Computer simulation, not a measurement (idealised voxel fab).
Presented below is a process module, voxel transistor to metal.
Each square cell in cross-section cut measures 5 nm, and the section as a whole is 200 nm wide.
This document writes a cross-section as a grid whose cells are square, and gives it as bands, listed from the top down; one or more rows of cells form a band. Read a band's entry like this: the first values are the height of its top and the height of its bottom in nm, and what follows is the sequence of materials from left to right, each with its width in nm. Note that "blank" is empty space, and that a single material marked "full width" reaches across the band from edge to edge. Measure heights from 0. That's the level where, below it, the as-received wafer is all one material. The lowest band is bottomless and extends downward; write it as in "0..down". The expression "30..40" gives the width at the extremes of the band, the first number at its top row of cells and the second at its bottom row, with the width changing by equal amounts from each row to the next in between. "no change occurred", as given for a step, is the statement that not any cell of the cross-section underwent a change during that step. Look at "Listed closed voids" for the closed voids: empty spaces with no open path to the top, sized 8 cells or up. Each is width x height at distance, distance from the left edge, all nm. Formally, on a step line, whatever follows the settings is a remark that the simulator itself makes on the step. A step's line can hold "overlay nm"; with a mask on that step, the setting says how far right of the planned place the mask lay, while a negative setting says it lay to the left.
[The following list gives the planned process steps]
1,RECEIVE: material Si
2,CONFORMAL_DEP: material SiO2, thk nm 5
3,CONFORMAL_DEP: material SiN, thk nm 15
4,PATTERN: tone cover, mask id ACTIVE, material resist, width nm 105, thk nm 15, overlay nm 0
5,DIRECTIONAL_ETCH: etch materials SiN, depth nm 15
6,DIRECTIONAL_ETCH: etch materials SiO2, depth nm 5
7,DIRECTIONAL_ETCH: etch materials Si, depth nm 35
8,STRIP: etch materials resist
9,OXIDIZE: depth nm 5
10,FILL_DEP: material SiO2, thk nm 5
11,CMP: height nm 20
12,SELECTIVE_ETCH: etch materials SiO2, depth nm 15
13,STRIP: etch materials SiN
14,SELECTIVE_ETCH: etch materials SiO2, depth nm 5
15,OXIDIZE: depth nm 5
16,DIRECTIONAL_DEP: material polySi, thk nm 30
17,DIRECTIONAL_DEP: material SiCN, thk nm 15
18,DIRECTIONAL_DEP: material aC, thk nm 15
19,PATTERN: tone cover, mask id GATE, material resist, width nm 15, thk nm 30, overlay nm 0
20,DIRECTIONAL_ETCH: etch materials aC, depth nm 15
21,STRIP: etch materials resist
22,DIRECTIONAL_ETCH: etch materials SiCN, depth nm 25
23,DIRECTIONAL_ETCH: etch materials polySi, depth nm 40
24,STRIP: etch materials aC
25,CONFORMAL_DEP: material SiN, thk nm 10
26,DIRECTIONAL_ETCH: etch materials SiN, depth nm 10
27,DIRECTIONAL_ETCH: etch materials SiO2, depth nm 5
28,DIRECTIONAL_ETCH: etch materials Si, depth nm 10
29,EPI: material pSi, thk nm 5
30,FILL_DEP: material SiO2, thk nm 5
31,CMP: height nm 45
32,DIRECTIONAL_DEP: material SiO2, thk nm 10
33,MASKED_ETCH: tone open, mask id CONTACT, width nm 20, pitch nm 75, etch materials SiO2, depth nm 55, overlay nm 0
34,CONFORMAL_DEP: material TiN, thk nm 5
35,FILL_DEP: material Ru, thk nm 10
36,CMP: height nm 55
37,CONFORMAL_DEP: material SiCN, thk nm 5
38,DIRECTIONAL_DEP: material SiO2, thk nm 20
39,MASKED_ETCH: tone open, mask id METAL_1, width nm 20, pitch nm 75, etch materials SiO2, depth nm 20, overlay nm 0
40,MASKED_ETCH: tone open, mask id METAL_1, width nm 20, pitch nm 75, etch materials SiCN, depth nm 5, overlay nm 0
41,CONFORMAL_DEP: material TiN, thk nm 5
42,FILL_DEP: material Cu, thk nm 5
43,CMP: height nm 80
44,CONFORMAL_DEP: material SiCN, thk nm 5
45,DIRECTIONAL_DEP: material lowk, thk nm 35
46,PATTERN: tone open, mask id METAL_2, material resist, width nm 20, pitch nm 75, thk nm 15, overlay nm 0
47,DIRECTIONAL_ETCH: etch materials lowk, depth nm 20
48,STRIP: etch materials resist
49,MASKED_ETCH: tone open, mask id METAL_2_HOLES, width nm 15, pitch nm 75, etch materials lowk, depth nm 15, overlay nm 0
50,MASKED_ETCH: tone open, mask id METAL_2_HOLES, width nm 15, pitch nm 75, etch materials SiCN, depth nm 5, overlay nm 0
51,CONFORMAL_DEP: material TiN, thk nm 5
52,FILL_DEP: material Ru, thk nm 5
53,CMP: height nm 120
54,CONFORMAL_DEP: material SiN, thk nm 5
All wafers enter the flow in the same state. The thk nm at step 29 differs from wafer to wafer, and the plan gives the value for the first wafer.
[Cut through the first of several wafers as received, post step 1]
	0..down = Si full width
	Listed closed voids: none
[Each row below is a wafer at the end of the module, listing for every material the number of cells it has gained (+) or lost (-) since it was received, followed by its closed voids]
thk nm 5 | +16 Cu | +60 Ru | -211 Si | +75 SiCN | +76 SiN | +612 SiO2 | +108 TiN | +230 lowk | +16 pSi | +18 polySi | Listed closed voids: none
thk nm 10 | +16 Cu | +60 Ru | -211 Si | +75 SiCN | +76 SiN | +596 SiO2 | +108 TiN | +230 lowk | +32 pSi | +18 polySi | Listed closed voids: none
thk nm 15 | +16 Cu | +56 Ru | -211 Si | +75 SiCN | +76 SiN | +582 SiO2 | +108 TiN | +230 lowk | +50 pSi | +18 polySi | Listed closed voids: none
thk nm 20 | +16 Cu | +48 Ru | -211 Si | +75 SiCN | +76 SiN | +572 SiO2 | +104 TiN | +230 lowk | +72 pSi | +18 polySi | Listed closed voids: none
thk nm 25 | +16 Cu | +44 Ru | -211 Si | +75 SiCN | +76 SiN | +558 SiO2 | +96 TiN | +230 lowk | +98 pSi | +18 polySi | Listed closed voids: none
thk nm 30 | +16 Cu | +40 Ru | -211 Si | +75 SiCN | +76 SiN | +540 SiO2 | +88 TiN | +230 lowk | +128 pSi | +18 polySi | Listed closed voids: none
